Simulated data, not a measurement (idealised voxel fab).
You're looking at the process module voxel wiring stack.
The cross-section shown here is cut; it is 235 nm wide and divided into square cells measuring 5 nm on a side.
This document writes a cross-section as a grid whose cells are square, and gives it as bands, listed from the top down; one or more rows of cells form a band. Top, bottom (nm), then materials left to right with widths (nm); lone material tagged "throughout" fills the whole band edge to edge; "blank" = empty space. Heads up on the height convention: 0 is the point under which the incoming wafer is all one material, and the lowest band has no bottom, it just keeps going down, like "from 0 down". Width "30 to 40": first value at the band's top row of cells, second value at its bottom row, equal change from row to row. Where a step carries "no alterations made", the cross-section came out of it unchanged, cell for cell. Basically, "Enclosed void listing" tells you about the enclosed voids: empty spaces with no open way to the top, 8 cells or bigger, each written width x height at distance, where distance is from the left edge, all in nm. Anything after a step's settings on that line? It's the simulator's own note about the step. overlay nm, on a step with a mask: how far to the right of its planned place the mask lay; to the left if negative.

These are the steps we planned for the process:
| 1 | RECEIVE | material Si |
| 2 | CONFORMAL_DEP | material SiO2 | thk nm 15 |
| 3 | DIRECTIONAL_DEP | material TiN | thk nm 5 |
| 4 | DIRECTIONAL_DEP | material W | thk nm 20 |
| 5 | DIRECTIONAL_DEP | material aC | thk nm 15 |
| 6 | PATTERN | tone cover | mask id METAL_1 | material resist | width nm 30 | pitch nm 60 | thk nm 30 | overlay nm 0 |
| 7 | DIRECTIONAL_ETCH | etch materials aC | depth nm 15 |
| 8 | STRIP | etch materials resist |
| 9 | DIRECTIONAL_ETCH | etch materials W | depth nm 20 |
| 10 | DIRECTIONAL_ETCH | etch materials TiN | depth nm 5 |
| 11 | STRIP | etch materials aC |
| 12 | CONFORMAL_DEP | material SiCN | thk nm 5 |
| 13 | FILL_DEP | material lowk | thk nm 10 |
| 14 | CMP | height nm 40 |
| 15 | CONFORMAL_DEP | material SiCN | thk nm 5 |
| 16 | DIRECTIONAL_DEP | material SiO2 | thk nm 20 |
| 17 | MASKED_ETCH | tone open | mask id PLUG_1 | width nm 15 | pitch nm 120 | etch materials SiO2 | depth nm 20 | overlay nm 0 |
| 18 | MASKED_ETCH | tone open | mask id PLUG_1 | width nm 15 | pitch nm 120 | etch materials SiCN | depth nm 5 | overlay nm 0 |
| 19 | CONFORMAL_DEP | material TiN | thk nm 5 |
| 20 | FILL_DEP | material W | thk nm 5 |
| 21 | CMP | height nm 65 |
| 22 | CONFORMAL_DEP | material SiCN | thk nm 5 |
| 23 | DIRECTIONAL_DEP | material SiO2 | thk nm 15 |
| 24 | PATTERN | tone open | mask id METAL_2 | material resist | width nm 30 | pitch nm 60 | thk nm 20 | overlay nm 0 |
| 25 | DIRECTIONAL_ETCH | etch materials SiO2 | depth nm 15 |
| 26 | DIRECTIONAL_ETCH | etch materials SiCN | depth nm 5 |
| 27 | STRIP | etch materials resist |
| 28 | CONFORMAL_DEP | material TiN | thk nm 5 |
| 29 | FILL_DEP | material W | thk nm 5 |
| 30 | CMP | height nm 85 |
| 31 | CONFORMAL_DEP | material SiCN | thk nm 5 |
| 32 | DIRECTIONAL_DEP | material SiO2 | thk nm 10 |
| 33 | MASKED_ETCH | tone open | mask id PLUG_2 | width nm 15 | pitch nm 60 | etch materials SiO2 | depth nm 10 | overlay nm 0 |
| 34 | MASKED_ETCH | tone open | mask id PLUG_2 | width nm 15 | pitch nm 60 | etch materials SiCN | depth nm 5 | overlay nm 0 |
| 35 | CONFORMAL_DEP | material TiN | thk nm 5 |
| 36 | FILL_DEP | material W | thk nm 5 |
| 37 | CMP | height nm 100 |
| 38 | DIRECTIONAL_DEP | material TiN | thk nm 5 |
| 39 | DIRECTIONAL_DEP | material Ru | thk nm 25 |
| 40 | MASKED_ETCH | tone cover | mask id METAL_3 | width nm 30 | pitch nm 60 | etch materials Ru | depth nm 25 | overlay nm 0 |
| 41 | MASKED_ETCH | tone cover | mask id METAL_3 | width nm 30 | pitch nm 60 | etch materials TiN | depth nm 5 | overlay nm 0 |
| 42 | CONFORMAL_DEP | material SiN | thk nm 5 |
| 43 | FILL_DEP | material lowk | thk nm 5 |
| 44 | CMP | height nm 130 |
| 45 | CONFORMAL_DEP | material SiCN | thk nm 5 |

First wafer, two in total, run as planned:

Cross-section: wafer on arrival = after step 1:
> from 0 down  Si throughout
> Enclosed void listing: none

The wafer in cross-section once step 2 is complete:
> from 15 to 0  SiO2 throughout
> All layers under 0 are left as they were.

The wafer in cross-section once step 3 is complete:
> from 20 to 15  TiN throughout
> All layers under 15 are left as they were.

The wafer in cross-section once step 4 is complete:
> from 40 to 20  W throughout
> All layers under 20 are left as they were.

The wafer in cross-section once step 5 is complete:
> from 55 to 40  aC throughout
> All layers under 40 are left as they were.

The wafer in cross-section once step 6 is complete:
> from 85 to 55  40 nm blank, 30 nm resist, 30 nm blank, 30 nm resist, 30 nm blank, 30 nm resist, 45 nm blank
> All layers under 55 are left as they were.

The wafer in cross-section once step 7 is complete:
> from 70 to 55  40 nm blank, 30 nm resist, 30 nm blank, 30 nm resist, 30 nm blank, 30 nm resist, 45 nm blank
> from 55 to 40  40 nm blank, 30 nm aC, 30 nm blank, 30 nm aC, 30 nm blank, 30 nm aC, 45 nm blank
> All layers under 40 are left as they were.

The wafer in cross-section once step 8 is complete:
> from 55 to 40  40 nm blank, 30 nm aC, 30 nm blank, 30 nm aC, 30 nm blank, 30 nm aC, 45 nm blank
> All layers under 40 are left as they were.

The wafer in cross-section once step 9 is complete:
> from 55 to 40  40 nm blank, 30 nm aC, 30 nm blank, 30 nm aC, 30 nm blank, 30 nm aC, 45 nm blank
> from 40 to 20  40 nm blank, 30 nm W, 30 nm blank, 30 nm W, 30 nm blank, 30 nm W, 45 nm blank
> All layers under 20 are left as they were.

The wafer in cross-section once step 10 is complete:
> from 55 to 40  40 nm blank, 30 nm aC, 30 nm blank, 30 nm aC, 30 nm blank, 30 nm aC, 45 nm blank
> from 40 to 20  40 nm blank, 30 nm W, 30 nm blank, 30 nm W, 30 nm blank, 30 nm W, 45 nm blank
> from 20 to 15  40 nm blank, 30 nm TiN, 30 nm blank, 30 nm TiN, 30 nm blank, 30 nm TiN, 45 nm blank
> All layers under 15 are left as they were.

The wafer in cross-section once step 11 is complete:
> from 40 to 20  40 nm blank, 30 nm W, 30 nm blank, 30 nm W, 30 nm blank, 30 nm W, 45 nm blank
> All layers under 20 are left as they were.

The wafer in cross-section once step 12 is complete:
> from 45 to 40  35 nm blank, 40 nm SiCN, 20 nm blank, 40 nm SiCN, 20 nm blank, 40 nm SiCN, 40 nm blank
> from 40 to 20  35 nm blank, 5 nm SiCN, 30 nm W, 5 nm SiCN, 20 nm blank, 5 nm SiCN, 30 nm W, 5 nm SiCN, 20 nm blank, 5 nm SiCN, 30 nm W, 5 nm SiCN, 40 nm blank
> from 20 to 15  40 nm SiCN, 30 nm TiN, 30 nm SiCN, 30 nm TiN, 30 nm SiCN, 30 nm TiN, 45 nm SiCN
> All layers under 15 are left as they were.

The wafer in cross-section once step 13 is complete:
> from 55 to 45  lowk throughout
> from 45 to 40  35 nm lowk, 40 nm SiCN, 20 nm lowk, 40 nm SiCN, 20 nm lowk, 40 nm SiCN, 40 nm lowk
> from 40 to 20  35 nm lowk, 5 nm SiCN, 30 nm W, 5 nm SiCN, 20 nm lowk, 5 nm SiCN, 30 nm W, 5 nm SiCN, 20 nm lowk, 5 nm SiCN, 30 nm W, 5 nm SiCN, 40 nm lowk
> All layers under 20 are left as they were.

The wafer in cross-section once step 14 is complete:
> from 40 to 20  35 nm lowk, 5 nm SiCN, 30 nm W, 5 nm SiCN, 20 nm lowk, 5 nm SiCN, 30 nm W, 5 nm SiCN, 20 nm lowk, 5 nm SiCN, 30 nm W, 5 nm SiCN, 40 nm lowk
> All layers under 20 are left as they were.

The wafer in cross-section once step 15 is complete:
> from 45 to 40  SiCN throughout
> All layers under 40 are left as they were.

The wafer in cross-section once step 16 is complete:
> from 65 to 45  SiO2 throughout
> All layers under 45 are left as they were.

The wafer in cross-section once step 17 is complete:
> from 65 to 45  40 nm SiO2, 15 nm blank, 105 nm SiO2, 15 nm blank, 60 nm SiO2
> All layers under 45 are left as they were.

The wafer in cross-section once step 18 is complete:
> from 65 to 45  40 nm SiO2, 15 nm blank, 105 nm SiO2, 15 nm blank, 60 nm SiO2
> from 45 to 40  40 nm SiCN, 15 nm blank, 105 nm SiCN, 15 nm blank, 60 nm SiCN
> All layers under 40 are left as they were.

The wafer in cross-section once step 19 is complete:
> from 70 to 65  45 nm TiN, 5 nm blank, 115 nm TiN, 5 nm blank, 65 nm TiN
> from 65 to 45  40 nm SiO2, 5 nm TiN, 5 nm blank, 5 nm TiN, 105 nm SiO2, 5 nm TiN, 5 nm blank, 5 nm TiN, 60 nm SiO2
> from 45 to 40  40 nm SiCN, 15 nm TiN, 105 nm SiCN, 15 nm TiN, 60 nm SiCN
> All layers under 40 are left as they were.

The wafer in cross-section once step 20 is complete:
> from 75 to 70  W throughout
> from 70 to 65  45 nm TiN, 5 nm W, 115 nm TiN, 5 nm W, 65 nm TiN
> from 65 to 45  40 nm SiO2, 5 nm TiN, 5 nm W, 5 nm TiN, 105 nm SiO2, 5 nm TiN, 5 nm W, 5 nm TiN, 60 nm SiO2
> All layers under 45 are left as they were.

The wafer in cross-section once step 21 is complete:
> from 65 to 45  40 nm SiO2, 5 nm TiN, 5 nm W, 5 nm TiN, 105 nm SiO2, 5 nm TiN, 5 nm W, 5 nm TiN, 60 nm SiO2
> All layers under 45 are left as they were.

The wafer in cross-section once step 22 is complete:
> from 70 to 65  SiCN throughout
> All layers under 65 are left as they were.

The wafer in cross-section once step 23 is complete:
> from 85 to 70  SiO2 throughout
> All layers under 70 are left as they were.

The wafer in cross-section once step 24 is complete:
> from 105 to 85  40 nm resist, 30 nm blank, 30 nm resist, 30 nm blank, 30 nm resist, 30 nm blank, 45 nm resist
> All layers under 85 are left as they were.

The wafer in cross-section once step 25 is complete:
> from 105 to 85  40 nm resist, 30 nm blank, 30 nm resist, 30 nm blank, 30 nm resist, 30 nm blank, 45 nm resist
> from 85 to 70  40 nm SiO2, 30 nm blank, 30 nm SiO2, 30 nm blank, 30 nm SiO2, 30 nm blank, 45 nm SiO2
> All layers under 70 are left as they were.

The wafer in cross-section once step 26 is complete:
> from 105 to 85  40 nm resist, 30 nm blank, 30 nm resist, 30 nm blank, 30 nm resist, 30 nm blank, 45 nm resist
> from 85 to 70  40 nm SiO2, 30 nm blank, 30 nm SiO2, 30 nm blank, 30 nm SiO2, 30 nm blank, 45 nm SiO2
> from 70 to 65  40 nm SiCN, 30 nm blank, 30 nm SiCN, 30 nm blank, 30 nm SiCN, 30 nm blank, 45 nm SiCN
> All layers under 65 are left as they were.

The wafer in cross-section once step 27 is complete:
> from 85 to 70  40 nm SiO2, 30 nm blank, 30 nm SiO2, 30 nm blank, 30 nm SiO2, 30 nm blank, 45 nm SiO2
> All layers under 70 are left as they were.

The wafer in cross-section once step 28 is complete:
> from 90 to 85  45 nm TiN, 20 nm blank, 40 nm TiN, 20 nm blank, 40 nm TiN, 20 nm blank, 50 nm TiN
> from 85 to 70  40 nm SiO2, 5 nm TiN, 20 nm blank, 5 nm TiN, 30 nm SiO2, 5 nm TiN, 20 nm blank, 5 nm TiN, 30 nm SiO2, 5 nm TiN, 20 nm blank, 5 nm TiN, 45 nm SiO2
> from 70 to 65  40 nm SiCN, 30 nm TiN, 30 nm SiCN, 30 nm TiN, 30 nm SiCN, 30 nm TiN, 45 nm SiCN
> All layers under 65 are left as they were.

The wafer in cross-section once step 29 is complete:
> from 95 to 90  W throughout
> from 90 to 85  45 nm TiN, 20 nm W, 40 nm TiN, 20 nm W, 40 nm TiN, 20 nm W, 50 nm TiN
> from 85 to 70  40 nm SiO2, 5 nm TiN, 20 nm W, 5 nm TiN, 30 nm SiO2, 5 nm TiN, 20 nm W, 5 nm TiN, 30 nm SiO2, 5 nm TiN, 20 nm W, 5 nm TiN, 45 nm SiO2
> All layers under 70 are left as they were.

The wafer in cross-section once step 30 is complete:
> from 85 to 70  40 nm SiO2, 5 nm TiN, 20 nm W, 5 nm TiN, 30 nm SiO2, 5 nm TiN, 20 nm W, 5 nm TiN, 30 nm SiO2, 5 nm TiN, 20 nm W, 5 nm TiN, 45 nm SiO2
> All layers under 70 are left as they were.

The wafer in cross-section once step 31 is complete:
> from 90 to 85  SiCN throughout
> All layers under 85 are left as they were.

The wafer in cross-section once step 32 is complete:
> from 100 to 90  SiO2 throughout
> All layers under 90 are left as they were.

The wafer in cross-section once step 33 is complete:
> from 100 to 90  40 nm SiO2, 15 nm blank, 45 nm SiO2, 15 nm blank, 45 nm SiO2, 15 nm blank, 60 nm SiO2
> All layers under 90 are left as they were.

The wafer in cross-section once step 34 is complete:
> from 100 to 90  40 nm SiO2, 15 nm blank, 45 nm SiO2, 15 nm blank, 45 nm SiO2, 15 nm blank, 60 nm SiO2
> from 90 to 85  40 nm SiCN, 15 nm blank, 45 nm SiCN, 15 nm blank, 45 nm SiCN, 15 nm blank, 60 nm SiCN
> All layers under 85 are left as they were.

The wafer in cross-section once step 35 is complete:
> from 105 to 100  45 nm TiN, 5 nm blank, 55 nm TiN, 5 nm blank, 55 nm TiN, 5 nm blank, 65 nm TiN
> from 100 to 90  40 nm SiO2, 5 nm TiN, 5 nm blank, 5 nm TiN, 45 nm SiO2, 5 nm TiN, 5 nm blank, 5 nm TiN, 45 nm SiO2, 5 nm TiN, 5 nm blank, 5 nm TiN, 60 nm SiO2
> from 90 to 85  40 nm SiCN, 15 nm TiN, 45 nm SiCN, 15 nm TiN, 45 nm SiCN, 15 nm TiN, 60 nm SiCN
> All layers under 85 are left as they were.

The wafer in cross-section once step 36 is complete:
> from 110 to 105  W throughout
> from 105 to 100  45 nm TiN, 5 nm W, 55 nm TiN, 5 nm W, 55 nm TiN, 5 nm W, 65 nm TiN
> from 100 to 90  40 nm SiO2, 5 nm TiN, 5 nm W, 5 nm TiN, 45 nm SiO2, 5 nm TiN, 5 nm W, 5 nm TiN, 45 nm SiO2, 5 nm TiN, 5 nm W, 5 nm TiN, 60 nm SiO2
> All layers under 90 are left as they were.

The wafer in cross-section once step 37 is complete:
> from 100 to 90  40 nm SiO2, 5 nm TiN, 5 nm W, 5 nm TiN, 45 nm SiO2, 5 nm TiN, 5 nm W, 5 nm TiN, 45 nm SiO2, 5 nm TiN, 5 nm W, 5 nm TiN, 60 nm SiO2
> All layers under 90 are left as they were.

The wafer in cross-section once step 38 is complete:
> from 105 to 100  TiN throughout
> All layers under 100 are left as they were.

The wafer in cross-section once step 39 is complete:
> from 130 to 105  Ru throughout
> All layers under 105 are left as they were.

The wafer in cross-section once step 40 is complete:
> from 130 to 105  40 nm blank, 30 nm Ru, 30 nm blank, 30 nm Ru, 30 nm blank, 30 nm Ru, 45 nm blank
> All layers under 105 are left as they were.

The wafer in cross-section once step 41 is complete:
> from 130 to 105  40 nm blank, 30 nm Ru, 30 nm blank, 30 nm Ru, 30 nm blank, 30 nm Ru, 45 nm blank
> from 105 to 100  40 nm blank, 30 nm TiN, 30 nm blank, 30 nm TiN, 30 nm blank, 30 nm TiN, 45 nm blank
> All layers under 100 are left as they were.

The wafer in cross-section once step 42 is complete:
> from 135 to 130  35 nm blank, 40 nm SiN, 20 nm blank, 40 nm SiN, 20 nm blank, 40 nm SiN, 40 nm blank
> from 130 to 105  35 nm blank, 5 nm SiN, 30 nm Ru, 5 nm SiN, 20 nm blank, 5 nm SiN, 30 nm Ru, 5 nm SiN, 20 nm blank, 5 nm SiN, 30 nm Ru, 5 nm SiN, 40 nm blank
> from 105 to 100  40 nm SiN, 30 nm TiN, 30 nm SiN, 30 nm TiN, 30 nm SiN, 30 nm TiN, 45 nm SiN
> All layers under 100 are left as they were.

The wafer in cross-section once step 43 is complete:
> from 140 to 135  lowk throughout
> from 135 to 130  35 nm lowk, 40 nm SiN, 20 nm lowk, 40 nm SiN, 20 nm lowk, 40 nm SiN, 40 nm lowk
> from 130 to 105  35 nm lowk, 5 nm SiN, 30 nm Ru, 5 nm SiN, 20 nm lowk, 5 nm SiN, 30 nm Ru, 5 nm SiN, 20 nm lowk, 5 nm SiN, 30 nm Ru, 5 nm SiN, 40 nm lowk
> All layers under 105 are left as they were.

The wafer in cross-section once step 44 is complete:
> from 130 to 105  35 nm lowk, 5 nm SiN, 30 nm Ru, 5 nm SiN, 20 nm lowk, 5 nm SiN, 30 nm Ru, 5 nm SiN, 20 nm lowk, 5 nm SiN, 30 nm Ru, 5 nm SiN, 40 nm lowk
> All layers under 105 are left as they were.

The wafer in cross-section once step 45 is complete:
> from 135 to 130  SiCN throughout
> All layers under 130 are left as they were.

Wafer two of two - same starting point, same process plan, one mistake in execution; matches wafer one up to and including step 5:

Cross-section, second wafer, at the end time the plan gives for step 6:
> from 85 to 55  30 nm blank, 30 nm resist, 30 nm blank, 30 nm resist, 30 nm blank, 30 nm resist, 55 nm blank
> All layers under 55 are left as they were.

Cross-section, second wafer, at the end time the plan gives for step 7:
> from 70 to 55  30 nm blank, 30 nm resist, 30 nm blank, 30 nm resist, 30 nm blank, 30 nm resist, 55 nm blank
> from 55 to 40  30 nm blank, 30 nm aC, 30 nm blank, 30 nm aC, 30 nm blank, 30 nm aC, 55 nm blank
> All layers under 40 are left as they were.

Cross-section, second wafer, at the end time the plan gives for step 8:
> from 55 to 40  30 nm blank, 30 nm aC, 30 nm blank, 30 nm aC, 30 nm blank, 30 nm aC, 55 nm blank
> All layers under 40 are left as they were.

Cross-section, second wafer, at the end time the plan gives for step 9:
> from 55 to 40  30 nm blank, 30 nm aC, 30 nm blank, 30 nm aC, 30 nm blank, 30 nm aC, 55 nm blank
> from 40 to 20  30 nm blank, 30 nm W, 30 nm blank, 30 nm W, 30 nm blank, 30 nm W, 55 nm blank
> All layers under 20 are left as they were.

Cross-section, second wafer, at the end time the plan gives for step 10:
> from 55 to 40  30 nm blank, 30 nm aC, 30 nm blank, 30 nm aC, 30 nm blank, 30 nm aC, 55 nm blank
> from 40 to 20  30 nm blank, 30 nm W, 30 nm blank, 30 nm W, 30 nm blank, 30 nm W, 55 nm blank
> from 20 to 15  30 nm blank, 30 nm TiN, 30 nm blank, 30 nm TiN, 30 nm blank, 30 nm TiN, 55 nm blank
> All layers under 15 are left as they were.

Cross-section, second wafer, at the end time the plan gives for step 11:
> from 40 to 20  30 nm blank, 30 nm W, 30 nm blank, 30 nm W, 30 nm blank, 30 nm W, 55 nm blank
> All layers under 20 are left as they were.

Cross-section, second wafer, at the end time the plan gives for step 12:
> from 45 to 40  25 nm blank, 40 nm SiCN, 20 nm blank, 40 nm SiCN, 20 nm blank, 40 nm SiCN, 50 nm blank
> from 40 to 20  25 nm blank, 5 nm SiCN, 30 nm W, 5 nm SiCN, 20 nm blank, 5 nm SiCN, 30 nm W, 5 nm SiCN, 20 nm blank, 5 nm SiCN, 30 nm W, 5 nm SiCN, 50 nm blank
> from 20 to 15  30 nm SiCN, 30 nm TiN, 30 nm SiCN, 30 nm TiN, 30 nm SiCN, 30 nm TiN, 55 nm SiCN
> All layers under 15 are left as they were.

Cross-section, second wafer, at the end time the plan gives for step 13:
> from 55 to 45  lowk throughout
> from 45 to 40  25 nm lowk, 40 nm SiCN, 20 nm lowk, 40 nm SiCN, 20 nm lowk, 40 nm SiCN, 50 nm lowk
> from 40 to 20  25 nm lowk, 5 nm SiCN, 30 nm W, 5 nm SiCN, 20 nm lowk, 5 nm SiCN, 30 nm W, 5 nm SiCN, 20 nm lowk, 5 nm SiCN, 30 nm W, 5 nm SiCN, 50 nm lowk
> All layers under 20 are left as they were.

Cross-section, second wafer, at the end time the plan gives for step 14:
> from 40 to 20  25 nm lowk, 5 nm SiCN, 30 nm W, 5 nm SiCN, 20 nm lowk, 5 nm SiCN, 30 nm W, 5 nm SiCN, 20 nm lowk, 5 nm SiCN, 30 nm W, 5 nm SiCN, 50 nm lowk
> All layers under 20 are left as they were.

Cross-section, second wafer, at the end time the plan gives for step 15:
> from 45 to 40  SiCN throughout
> All layers under 40 are left as they were.

Cross-section, second wafer, at the end time the plan gives for step 16:
> from 65 to 45  SiO2 throughout
> All layers under 45 are left as they were.

Cross-section, second wafer, at the end time the plan gives for step 17:
> from 65 to 45  40 nm SiO2, 15 nm blank, 105 nm SiO2, 15 nm blank, 60 nm SiO2
> All layers under 45 are left as they were.

Cross-section, second wafer, at the end time the plan gives for step 18:
> from 65 to 45  40 nm SiO2, 15 nm blank, 105 nm SiO2, 15 nm blank, 60 nm SiO2
> from 45 to 40  40 nm SiCN, 15 nm blank, 105 nm SiCN, 15 nm blank, 60 nm SiCN
> All layers under 40 are left as they were.

Cross-section, second wafer, at the end time the plan gives for step 19:
> from 70 to 65  45 nm TiN, 5 nm blank, 115 nm TiN, 5 nm blank, 65 nm TiN
> from 65 to 45  40 nm SiO2, 5 nm TiN, 5 nm blank, 5 nm TiN, 105 nm SiO2, 5 nm TiN, 5 nm blank, 5 nm TiN, 60 nm SiO2
> from 45 to 40  40 nm SiCN, 15 nm TiN, 105 nm SiCN, 15 nm TiN, 60 nm SiCN
> All layers under 40 are left as they were.

Cross-section, second wafer, at the end time the plan gives for step 20:
> from 75 to 70  W throughout
> from 70 to 65  45 nm TiN, 5 nm W, 115 nm TiN, 5 nm W, 65 nm TiN
> from 65 to 45  40 nm SiO2, 5 nm TiN, 5 nm W, 5 nm TiN, 105 nm SiO2, 5 nm TiN, 5 nm W, 5 nm TiN, 60 nm SiO2
> All layers under 45 are left as they were.

Cross-section, second wafer, at the end time the plan gives for step 21:
> from 65 to 45  40 nm SiO2, 5 nm TiN, 5 nm W, 5 nm TiN, 105 nm SiO2, 5 nm TiN, 5 nm W, 5 nm TiN, 60 nm SiO2
> All layers under 45 are left as they were.

Cross-section, second wafer, at the end time the plan gives for step 22:
> from 70 to 65  SiCN throughout
> All layers under 65 are left as they were.

Cross-section, second wafer, at the end time the plan gives for step 23:
> from 85 to 70  SiO2 throughout
> All layers under 70 are left as they were.

Cross-section, second wafer, at the end time the plan gives for step 24:
> from 105 to 85  40 nm resist, 30 nm blank, 30 nm resist, 30 nm blank, 30 nm resist, 30 nm blank, 45 nm resist
> All layers under 85 are left as they were.

Cross-section, second wafer, at the end time the plan gives for step 25:
> from 105 to 85  40 nm resist, 30 nm blank, 30 nm resist, 30 nm blank, 30 nm resist, 30 nm blank, 45 nm resist
> from 85 to 70  40 nm SiO2, 30 nm blank, 30 nm SiO2, 30 nm blank, 30 nm SiO2, 30 nm blank, 45 nm SiO2
> All layers under 70 are left as they were.

Cross-section, second wafer, at the end time the plan gives for step 26:
> from 105 to 85  40 nm resist, 30 nm blank, 30 nm resist, 30 nm blank, 30 nm resist, 30 nm blank, 45 nm resist
> from 85 to 70  40 nm SiO2, 30 nm blank, 30 nm SiO2, 30 nm blank, 30 nm SiO2, 30 nm blank, 45 nm SiO2
> from 70 to 65  40 nm SiCN, 30 nm blank, 30 nm SiCN, 30 nm blank, 30 nm SiCN, 30 nm blank, 45 nm SiCN
> All layers under 65 are left as they were.

Cross-section, second wafer, at the end time the plan gives for step 27:
> from 85 to 70  40 nm SiO2, 30 nm blank, 30 nm SiO2, 30 nm blank, 30 nm SiO2, 30 nm blank, 45 nm SiO2
> All layers under 70 are left as they were.

Cross-section, second wafer, at the end time the plan gives for step 28:
> from 90 to 85  45 nm TiN, 20 nm blank, 40 nm TiN, 20 nm blank, 40 nm TiN, 20 nm blank, 50 nm TiN
> from 85 to 70  40 nm SiO2, 5 nm TiN, 20 nm blank, 5 nm TiN, 30 nm SiO2, 5 nm TiN, 20 nm blank, 5 nm TiN, 30 nm SiO2, 5 nm TiN, 20 nm blank, 5 nm TiN, 45 nm SiO2
> from 70 to 65  40 nm SiCN, 30 nm TiN, 30 nm SiCN, 30 nm TiN, 30 nm SiCN, 30 nm TiN, 45 nm SiCN
> All layers under 65 are left as they were.

Cross-section, second wafer, at the end time the plan gives for step 29:
> from 95 to 90  W throughout
> from 90 to 85  45 nm TiN, 20 nm W, 40 nm TiN, 20 nm W, 40 nm TiN, 20 nm W, 50 nm TiN
> from 85 to 70  40 nm SiO2, 5 nm TiN, 20 nm W, 5 nm TiN, 30 nm SiO2, 5 nm TiN, 20 nm W, 5 nm TiN, 30 nm SiO2, 5 nm TiN, 20 nm W, 5 nm TiN, 45 nm SiO2
> All layers under 70 are left as they were.

Cross-section, second wafer, at the end time the plan gives for step 30:
> from 85 to 70  40 nm SiO2, 5 nm TiN, 20 nm W, 5 nm TiN, 30 nm SiO2, 5 nm TiN, 20 nm W, 5 nm TiN, 30 nm SiO2, 5 nm TiN, 20 nm W, 5 nm TiN, 45 nm SiO2
> All layers under 70 are left as they were.

Cross-section, second wafer, at the end time the plan gives for step 31:
> from 90 to 85  SiCN throughout
> All layers under 85 are left as they were.

Cross-section, second wafer, at the end time the plan gives for step 32:
> from 100 to 90  SiO2 throughout
> All layers under 90 are left as they were.

Cross-section, second wafer, at the end time the plan gives for step 33:
> from 100 to 90  40 nm SiO2, 15 nm blank, 45 nm SiO2, 15 nm blank, 45 nm SiO2, 15 nm blank, 60 nm SiO2
> All layers under 90 are left as they were.

Cross-section, second wafer, at the end time the plan gives for step 34:
> from 100 to 90  40 nm SiO2, 15 nm blank, 45 nm SiO2, 15 nm blank, 45 nm SiO2, 15 nm blank, 60 nm SiO2
> from 90 to 85  40 nm SiCN, 15 nm blank, 45 nm SiCN, 15 nm blank, 45 nm SiCN, 15 nm blank, 60 nm SiCN
> All layers under 85 are left as they were.

Cross-section, second wafer, at the end time the plan gives for step 35:
> from 105 to 100  45 nm TiN, 5 nm blank, 55 nm TiN, 5 nm blank, 55 nm TiN, 5 nm blank, 65 nm TiN
> from 100 to 90  40 nm SiO2, 5 nm TiN, 5 nm blank, 5 nm TiN, 45 nm SiO2, 5 nm TiN, 5 nm blank, 5 nm TiN, 45 nm SiO2, 5 nm TiN, 5 nm blank, 5 nm TiN, 60 nm SiO2
> from 90 to 85  40 nm SiCN, 15 nm TiN, 45 nm SiCN, 15 nm TiN, 45 nm SiCN, 15 nm TiN, 60 nm SiCN
> All layers under 85 are left as they were.

Cross-section, second wafer, at the end time the plan gives for step 36:
> from 110 to 105  W throughout
> from 105 to 100  45 nm TiN, 5 nm W, 55 nm TiN, 5 nm W, 55 nm TiN, 5 nm W, 65 nm TiN
> from 100 to 90  40 nm SiO2, 5 nm TiN, 5 nm W, 5 nm TiN, 45 nm SiO2, 5 nm TiN, 5 nm W, 5 nm TiN, 45 nm SiO2, 5 nm TiN, 5 nm W, 5 nm TiN, 60 nm SiO2
> All layers under 90 are left as they were.

Cross-section, second wafer, at the end time the plan gives for step 37:
> from 100 to 90  40 nm SiO2, 5 nm TiN, 5 nm W, 5 nm TiN, 45 nm SiO2, 5 nm TiN, 5 nm W, 5 nm TiN, 45 nm SiO2, 5 nm TiN, 5 nm W, 5 nm TiN, 60 nm SiO2
> All layers under 90 are left as they were.

Cross-section, second wafer, at the end time the plan gives for step 38:
> from 105 to 100  TiN throughout
> All layers under 100 are left as they were.

Cross-section, second wafer, at the end time the plan gives for step 39:
> from 130 to 105  Ru throughout
> All layers under 105 are left as they were.

Cross-section, second wafer, at the end time the plan gives for step 40:
> from 130 to 105  40 nm blank, 30 nm Ru, 30 nm blank, 30 nm Ru, 30 nm blank, 30 nm Ru, 45 nm blank
> All layers under 105 are left as they were.

Cross-section, second wafer, at the end time the plan gives for step 41:
> from 130 to 105  40 nm blank, 30 nm Ru, 30 nm blank, 30 nm Ru, 30 nm blank, 30 nm Ru, 45 nm blank
> from 105 to 100  40 nm blank, 30 nm TiN, 30 nm blank, 30 nm TiN, 30 nm blank, 30 nm TiN, 45 nm blank
> All layers under 100 are left as they were.

Cross-section, second wafer, at the end time the plan gives for step 42:
> from 135 to 130  35 nm blank, 40 nm SiN, 20 nm blank, 40 nm SiN, 20 nm blank, 40 nm SiN, 40 nm blank
> from 130 to 105  35 nm blank, 5 nm SiN, 30 nm Ru, 5 nm SiN, 20 nm blank, 5 nm SiN, 30 nm Ru, 5 nm SiN, 20 nm blank, 5 nm SiN, 30 nm Ru, 5 nm SiN, 40 nm blank
> from 105 to 100  40 nm SiN, 30 nm TiN, 30 nm SiN, 30 nm TiN, 30 nm SiN, 30 nm TiN, 45 nm SiN
> All layers under 100 are left as they were.

Cross-section, second wafer, at the end time the plan gives for step 43:
> from 140 to 135  lowk throughout
> from 135 to 130  35 nm lowk, 40 nm SiN, 20 nm lowk, 40 nm SiN, 20 nm lowk, 40 nm SiN, 40 nm lowk
> from 130 to 105  35 nm lowk, 5 nm SiN, 30 nm Ru, 5 nm SiN, 20 nm lowk, 5 nm SiN, 30 nm Ru, 5 nm SiN, 20 nm lowk, 5 nm SiN, 30 nm Ru, 5 nm SiN, 40 nm lowk
> All layers under 105 are left as they were.

Cross-section, second wafer, at the end time the plan gives for step 44:
> from 130 to 105  35 nm lowk, 5 nm SiN, 30 nm Ru, 5 nm SiN, 20 nm lowk, 5 nm SiN, 30 nm Ru, 5 nm SiN, 20 nm lowk, 5 nm SiN, 30 nm Ru, 5 nm SiN, 40 nm lowk
> All layers under 105 are left as they were.

Cross-section, second wafer, at the end time the plan gives for step 45:
> from 135 to 130  SiCN throughout
> All layers under 130 are left as they were.
Processing error: off-plan run, step 6, actual operation and settings PATTERN | tone cover | mask id METAL_1 | material resist | width nm 30 | pitch nm 60 | thk nm 30 | overlay nm -10
If you tally the cells, the second wafer ends up with the same amount of every material as the first; it's all just sitting in different places.
